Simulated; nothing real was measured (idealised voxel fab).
This is a process module. Its name is voxel wiring stack.
Section shown: cut. Width: 140 nm. Cell size: 5 nm, square.
Think of the cross-section as a grid of square cells. We describe it in bands, top to bottom, and each band covers one or more rows of those cells. Per band: top height and bottom height in nm, followed by the left-to-right materials and their widths in nm; "edge to edge" marks a single material spanning edge to edge, "air" marks empty space. Basically, 0 is our baseline, since under it the wafer straight out of the box is all one material. The bottom band has no lower end and keeps on going down, so it looks like "0 nm and below". Think of "30 to 40" as a width that walks from the first number to the second as you go down the band, top row to bottom row, taking equal-sized steps from row to row. The designation "left unchanged", where it is given for a processing step, indicates that no cell of the cross-section was altered in the course of that step. "Closed void entries" means: voids of 8 cells or more that are shut off from the top with no open way through. Written width x height at distance, distance from the left edge, in nm. That trailing text on a step's line, after the settings, is the simulator's own remark on the step. "overlay nm" denotes, for a step that has a mask, the displacement of the mask to the right of its planned place, with negative values corresponding to the left.
[Below is the list of planned process steps]
1: RECEIVE with material Si
2: CONFORMAL_DEP with material SiO2, thk nm 10
3: DIRECTIONAL_DEP with material TiN, thk nm 5
4: DIRECTIONAL_DEP with material W, thk nm 25
5: MASKED_ETCH with tone cover, mask id METAL_1, width nm 25, pitch nm 45, etch materials W, depth nm 25, overlay nm 0
6: MASKED_ETCH with tone cover, mask id METAL_1, width nm 25, pitch nm 45, etch materials TiN, depth nm 5, overlay nm 0
7: FILL_DEP with material SiO2, thk nm 5
8: CMP with height nm 40
9: CONFORMAL_DEP with material SiCN, thk nm 5
10: DIRECTIONAL_DEP with material SiO2, thk nm 30
11: PATTERN with tone open, mask id METAL_2_HOLES, material resist, width nm 15, pitch nm 45, thk nm 20, overlay nm 0
12: DIRECTIONAL_ETCH with etch materials SiO2, depth nm 30
13: STRIP with etch materials resist
14: MASKED_ETCH with tone open, mask id METAL_2, width nm 25, pitch nm 45, etch materials SiO2, depth nm 20, overlay nm 0
15: MASKED_ETCH with tone open, mask id METAL_2, width nm 25, pitch nm 45, etch materials SiCN, depth nm 5, overlay nm 0
16: CONFORMAL_DEP with material TiN, thk nm 5
17: FILL_DEP with material Cu, thk nm 10
18: CMP with height nm 75
19: CONFORMAL_DEP with material SiCN, thk nm 5
20: DIRECTIONAL_DEP with material lowk, thk nm 10
21: MASKED_ETCH with tone open, mask id PLUG_2, width nm 15, pitch nm 45, etch materials lowk, depth nm 10, overlay nm 0
22: MASKED_ETCH with tone open, mask id PLUG_2, width nm 15, pitch nm 45, etch materials SiCN, depth nm 5, overlay nm 0
23: EPI with material Ru, thk nm 10
24: EPI with material Ru, thk nm 5
25: DIRECTIONAL_DEP with material TiN, thk nm 5
26: DIRECTIONAL_DEP with material W, thk nm 15
27: DIRECTIONAL_DEP with material aC, thk nm 5
28: PATTERN with tone cover, mask id METAL_3, material resist, width nm 25, pitch nm 45, thk nm 30, overlay nm 0
29: DIRECTIONAL_ETCH with etch materials aC, depth nm 15
30: STRIP with etch materials resist
31: DIRECTIONAL_ETCH with etch materials W, depth nm 15
32: DIRECTIONAL_ETCH with etch materials TiN, depth nm 5
33: STRIP with etch materials aC
34: CONFORMAL_DEP with material SiN, thk nm 5
35: FILL_DEP with material SiO2, thk nm 5
36: CMP with height nm 110
37: CONFORMAL_DEP with material SiCN, thk nm 5
Where the wafers of this document differ is in the thk nm of step 27; they start out the same, and the plan states the value that applied to the first wafer.
[Sectional view: first of several wafers, as received, after step 1]
	0 nm and below: Si edge to edge
	Closed void entries: none
[Cross-section of the first of several wafers once the module has run through its last step, step 37]
	115 nm to 110 nm: SiCN edge to edge
	110 nm to 95 nm: 30 of SiO2 | 5 of SiN | 25 of W | 5 of SiN | 10 of SiO2 | 5 of SiN | 25 of W | 5 of SiN | 30 of SiO2
	95 nm to 90 nm: 35 of SiN | 25 of TiN | 20 of SiN | 25 of TiN | 35 of SiN
	90 nm to 80 nm: 35 of lowk | 15 of Ru | 30 of lowk | 15 of Ru | 45 of lowk
	80 nm to 75 nm: 35 of SiCN | 15 of Ru | 30 of SiCN | 15 of Ru | 45 of SiCN
	75 nm to 60 nm: 35 of SiO2 | 5 of TiN | 15 of Cu | 5 of TiN | 20 of SiO2 | 5 of TiN | 15 of Cu | 5 of TiN | 35 of SiO2
	60 nm to 55 nm: 35 of SiO2 | 5 of TiN | 5 of Cu | 15 of TiN | 20 of SiO2 | 5 of TiN | 5 of Cu | 15 of TiN | 35 of SiO2
	55 nm to 45 nm: 35 of SiO2 | 5 of TiN | 5 of Cu | 5 of TiN | 30 of SiO2 | 5 of TiN | 5 of Cu | 5 of TiN | 45 of SiO2
	45 nm to 40 nm: 35 of SiCN | 15 of TiN | 30 of SiCN | 15 of TiN | 45 of SiCN
	40 nm to 15 nm: 35 of SiO2 | 25 of W | 20 of SiO2 | 25 of W | 35 of SiO2
	15 nm to 10 nm: 35 of SiO2 | 25 of TiN | 20 of SiO2 | 25 of TiN | 35 of SiO2
	10 nm to 0 nm: SiO2 edge to edge
	0 nm and below: Si edge to edge
	Closed void entries: none
[Sectional view of the last wafer upon completion of the module]
	115 nm to 110 nm: SiCN edge to edge
	110 nm to 95 nm: W edge to edge
	95 nm to 90 nm: TiN edge to edge
	90 nm to 80 nm: 35 of lowk | 15 of Ru | 30 of lowk | 15 of Ru | 45 of lowk
	80 nm to 75 nm: 35 of SiCN | 15 of Ru | 30 of SiCN | 15 of Ru | 45 of SiCN
	75 nm to 60 nm: 35 of SiO2 | 5 of TiN | 15 of Cu | 5 of TiN | 20 of SiO2 | 5 of TiN | 15 of Cu | 5 of TiN | 35 of SiO2
	60 nm to 55 nm: 35 of SiO2 | 5 of TiN | 5 of Cu | 15 of TiN | 20 of SiO2 | 5 of TiN | 5 of Cu | 15 of TiN | 35 of SiO2
	55 nm to 45 nm: 35 of SiO2 | 5 of TiN | 5 of Cu | 5 of TiN | 30 of SiO2 | 5 of TiN | 5 of Cu | 5 of TiN | 45 of SiO2
	45 nm to 40 nm: 35 of SiCN | 15 of TiN | 30 of SiCN | 15 of TiN | 45 of SiCN
	40 nm to 15 nm: 35 of SiO2 | 25 of W | 20 of SiO2 | 25 of W | 35 of SiO2
	15 nm to 10 nm: 35 of SiO2 | 25 of TiN | 20 of SiO2 | 25 of TiN | 35 of SiO2
	10 nm to 0 nm: SiO2 edge to edge
	0 nm and below: Si edge to edge
	Closed void entries: none
[Wafer rows, end of module: cells per material gained (+) or lost (-) since receipt; closed voids last]
thk nm 5 | +24 Cu | +18 Ru | +72 SiCN | +30 SiN | +322 SiO2 | +54 TiN | +80 W | +44 lowk | Closed void entries: none
thk nm 10 | +24 Cu | +18 Ru | +72 SiCN | +30 SiN | +322 SiO2 | +54 TiN | +80 W | +44 lowk | Closed void entries: none
thk nm 15 | +24 Cu | +18 Ru | +72 SiCN | +30 SiN | +322 SiO2 | +54 TiN | +80 W | +44 lowk | Closed void entries: none
thk nm 20 | +24 Cu | +18 Ru | +72 SiCN | +280 SiO2 | +72 TiN | +134 W | +44 lowk | Closed void entries: none
thk nm 25 | +24 Cu | +18 Ru | +72 SiCN | +280 SiO2 | +72 TiN | +134 W | +44 lowk | Closed void entries: none
thk nm 30 | +24 Cu | +18 Ru | +72 SiCN | +280 SiO2 | +72 TiN | +134 W | +44 lowk | Closed void entries: none
